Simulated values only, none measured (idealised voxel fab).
Process module under the name voxel ribs on slabs
Cross-section cut spans 275 nm and uses square cells 5 nm in size.
Notation: cross-section as square-cell grid; stated in bands, top first, going down; one or more cell rows per band.
A band entry consists of two parts. The first gives the height of the band's top and the height of its bottom, in nm. The rest lists the band's materials from left to right, each with its width in nm. A single material labelled with the word "throughout" fills the band from edge to edge, and the word "air" marks empty space.
Heads up on the height convention: 0 is the point under which the incoming wafer is all one material, and the lowest band has no bottom, it just keeps going down, like "0 nm and below".
Width: "30 to 40" (first number = top row, second number = bottom row, same change from row to row of cells).
Where a step carries "no change", the cross-section came out of it unchanged, cell for cell.
Closed empty spaces (no open way to the top) of 8 cells or more are what "Closed empty spaces" lists, each as width x height at distance from the left edge, nm for all three.
Anything after a step's settings on that line? It's the simulator's own note about the step.
overlay nm: mask right of planned place by this much (step with mask). Neg. = left.

-- The process steps that were planned are listed below
step 1: RECEIVE (material Si)
step 2: DIRECTIONAL_DEP (material SiO2; thk nm 25)
step 3: DIRECTIONAL_DEP (material SiN; thk nm 25)
step 4: PATTERN (tone cover; mask id RIB; material resist; width nm 25; thk nm 15; overlay nm 0)
step 5: DIRECTIONAL_ETCH (etch materials SiN; depth nm 20)
step 6: STRIP (etch materials resist)
step 7: MASKED_ETCH (tone cover; mask id SLAB; width nm 85; etch materials SiN; depth nm 5; overlay nm 0)
step 8: FILL_DEP (material SiO2; thk nm 25)
step 9: CMP (height nm 70)
step 10: DIRECTIONAL_DEP (material W; thk nm 5)
step 11: MASKED_ETCH (tone cover; mask id HEATER; width nm 35; etch materials W; depth nm 5; overlay nm 0)
step 12: CONFORMAL_DEP (material SiO2; thk nm 10)

-- As-received state of the wafer in cross-section, equivalent to post-step 1
* 0 nm and below = Si throughout
* Closed empty spaces: none

-- Wafer cross-section at end of module: start and plan as shown above, one execution error
* 75 nm to 70 nm = air=120 | W=35 | air=120
* 70 nm to 50 nm = SiO2 throughout
* 50 nm to 30 nm = SiO2=125 | SiN=25 | SiO2=125
* 30 nm to 25 nm = SiO2=95 | SiN=85 | SiO2=95
* 25 nm to 0 nm = SiO2 throughout
* 0 nm and below = Si throughout
* Closed empty spaces: none
The mistake made against the process plan was this: step 12 of the plan was excluded from execution and never run
